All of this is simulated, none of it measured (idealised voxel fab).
process module | voxel released beams
cross-section cut | 155 nm wide | cells 5 nm
A cross-section is a grid of square cells, given in bands from the top down. A band is one or more rows of cells.
Each band's line starts with the height of the band's top and of its bottom, in nm. Then come its materials from left to right, each with its width in nm. One material with "throughout" fills the band from edge to edge. "air" is empty space.
Height 0 is the level under which the wafer as received is all one material. The lowest band goes on downwards, as in "0 down".
A width such as "30 to 40" changes by the same amount from each row of cells to the next, from the band's top row to its bottom row.
"no change" after a step means that no cell of the cross-section changed.
closed voids: empty space of 8 cells or more with no open way to the top, each as width x height at its distance from the left edge, in nm
after a step's settings: what the simulator itself notes on the step
overlay nm, on a step with a mask: how far to the right of its planned place the mask lay; to the left if negative
plan
1 op RECEIVE | material Si
2 op CONFORMAL_DEP | material Al2O3 | thk nm 5
3 op DIRECTIONAL_DEP | material SiO2 | thk nm 10
4 op DIRECTIONAL_DEP | material aC | thk nm 15
5 op PATTERN | tone open | mask id ANCHOR | material resist | width nm 40 | thk nm 35 | overlay nm 0
6 op DIRECTIONAL_ETCH | etch materials aC | depth nm 15
7 op STRIP | etch materials resist
8 op DIRECTIONAL_ETCH | etch materials SiO2 | depth nm 10
9 op STRIP | etch materials aC
10 op CONFORMAL_DEP | material SiN | thk nm 15
11 op MASKED_ETCH | tone cover | mask id BEAM | width nm 100 | etch materials SiN | depth nm 15 | overlay nm 0
12 op STRIP | etch materials SiO2
as received, after step 1
  0 down: Si throughout
  closed voids: none
first wafer at the end, as planned
  30 to 20: air 25 | SiN 20 | air 10 | SiN 70 | air 30
  20 to 15: air 25 | SiN 100 | air 30
  15 to 5: air 30 | SiN 40 | air 85
  5 to 0: Al2O3 throughout
  0 down: Si throughout
  closed voids: none
second wafer at the end: like start, like plan, one mistake
  30 to 20: air 25 | SiN 15 | air 20 | SiN 65 | air 30
  20 to 15: air 25 | SiN 100 | air 30
  15 to 5: air 25 | SiN 50 | air 80
  5 to 0: Al2O3 throughout
  0 down: Si throughout
  closed voids: none
what went wrong: step 5 ran as: op PATTERN | tone open | mask id ANCHOR | material resist | width nm 50 | thk nm 35 | overlay nm 0
at the end the second wafer has, in cells: as many of each material as the first, in other places
